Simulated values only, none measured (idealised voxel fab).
The following process module bears the name voxel plated lines.
Xsec cut, 225 nm wide, square cell size 5 nm.
When this document writes out a cross-section, it uses a grid of square cells and lists it as bands, beginning at the top and moving down, with a band standing for one or more rows of cells. Band: top height; bottom height; in nm. Then, left to right: material with width in nm, for each material. "throughout": a single material spanning edge to edge. "air": empty space. Below 0: as-received wafer, all one material; heights counted from there. Lowest band: no bottom, goes on down, written "0 -> down". The notation "30..40" denotes a width that varies across the rows of cells in the band, beginning at the first number in the top row, finishing at the second number in the bottom row, and changing by an identical amount from each row to the next. Step marked "nothing different"? Then no cell in the cross-section changed in it. "Closed void entries" means: voids of 8 cells or more that are shut off from the top with no open way through. Written width x height at distance, distance from the left edge, in nm. Whatever follows a step's settings on its line is a remark the simulator itself makes about that step. The line of a step may include "overlay nm". On a step with a mask, this value is how far to the right of its planned place the mask lay. A negative value means the mask lay to the left.

Process steps foreseen in the plan
1) RECEIVE,material Si
2) CONFORMAL_DEP,material Al2O3,thk nm 15
3) DIRECTIONAL_DEP,material TiN,thk nm 5
4) PATTERN,tone open,mask id LINES,material resist,width nm 20,pitch nm 45,thk nm 30,overlay nm 0
5) EPI,material Ru,thk nm 5
6) EPI,material Ru,thk nm 10
7) STRIP,etch materials resist
8) DIRECTIONAL_ETCH,etch materials TiN,depth nm 5
9) CONFORMAL_DEP,material SiN,thk nm 5

This is the cross-section of the wafer as we received it, i.e. after step 1
  0 -> down: Si throughout
  Closed void entries: none

This is how the wafer looks in cross-section once the module is done, given the starting state and plan above and one mistake in carrying the plan out
  30 -> 25: 30 of air  30 of SiN  15 of air  30 of SiN  15 of air  30 of SiN  15 of air  30 of SiN  30 of air
  25 -> 10: 30 of air  5 of SiN  20 of Ru  5 of SiN  15 of air  5 of SiN  20 of Ru  5 of SiN  15 of air  5 of SiN  20 of Ru  5 of SiN  15 of air  5 of SiN  20 of Ru  5 of SiN  30 of air
  10 -> 5: 35 of SiN  20 of TiN  25 of SiN  20 of TiN  25 of SiN  20 of TiN  25 of SiN  20 of TiN  35 of SiN
  5 -> 0: Al2O3 throughout
  0 -> down: Si throughout
  Closed void entries: none
Diagnosis: contrary to plan, step 2 was performed as CONFORMAL_DEP,material Al2O3,thk nm 5
